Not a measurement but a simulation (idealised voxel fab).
process module | voxel ribs on slabs
cross-section cut | 280 nm wide | cells 5 nm
A cross-section is a grid of square cells, given in bands from the top down. A band is one or more rows of cells.
Each band's line starts with the height of the band's top and of its bottom, in nm. Then come its materials from left to right, each with its width in nm. One material with "throughout" fills the band from edge to edge. "air" is empty space.
Height 0 is the level under which the wafer as received is all one material. The lowest band goes on downwards, as in "0 down".
A width such as "30 to 40" changes by the same amount from each row of cells to the next, from the band's top row to its bottom row.
"no change" after a step means that no cell of the cross-section changed.
closed voids: empty space of 8 cells or more with no open way to the top, each as width x height at its distance from the left edge, in nm
after a step's settings: what the simulator itself notes on the step
overlay nm, on a step with a mask: how far to the right of its planned place the mask lay; to the left if negative
plan
1 op RECEIVE | material Si
2 op DIRECTIONAL_DEP | material SiO2 | thk nm 25
3 op DIRECTIONAL_DEP | material SiN | thk nm 25
4 op MASKED_ETCH | tone cover | mask id RIB | width nm 15 | etch materials SiN | depth nm 15 | overlay nm -15
5 op PATTERN | tone cover | mask id SLAB | material resist | width nm 55 | thk nm 20 | overlay nm 0
6 op DIRECTIONAL_ETCH | etch materials SiN | depth nm 10
7 op STRIP | etch materials resist
8 op FILL_DEP | material SiO2 | thk nm 20
9 op CMP | height nm 65
10 op DIRECTIONAL_DEP | material TiN | thk nm 10
11 op DIRECTIONAL_DEP | material aC | thk nm 15
12 op PATTERN | tone cover | mask id HEATER | material resist | width nm 25 | thk nm 35 | overlay nm 0
13 op DIRECTIONAL_ETCH | etch materials aC | depth nm 15
14 op STRIP | etch materials resist
15 op DIRECTIONAL_ETCH | etch materials TiN | depth nm 10
16 op STRIP | etch materials aC
17 op CONFORMAL_DEP | material SiN | thk nm 10
varied across the wafers: overlay nm of step 4. The plan shows the first wafer's value. All wafers start alike
first wafer as received, after step 1
  0 down: Si throughout
  closed voids: none
each wafer at the end: cells of each material gained (+) or lost (-) since it was received, then its closed voids
overlay nm -15 | +151 SiN | +697 SiO2 | +10 TiN | closed voids: none
overlay nm -10 | +151 SiN | +697 SiO2 | +10 TiN | closed voids: none
overlay nm -5 | +151 SiN | +697 SiO2 | +10 TiN | closed voids: none
overlay nm 0 | +151 SiN | +697 SiO2 | +10 TiN | closed voids: none
overlay nm 5 | +151 SiN | +697 SiO2 | +10 TiN | closed voids: none
overlay nm 10 | +151 SiN | +697 SiO2 | +10 TiN | closed voids: none
overlay nm 15 | +151 SiN | +697 SiO2 | +10 TiN | closed voids: none
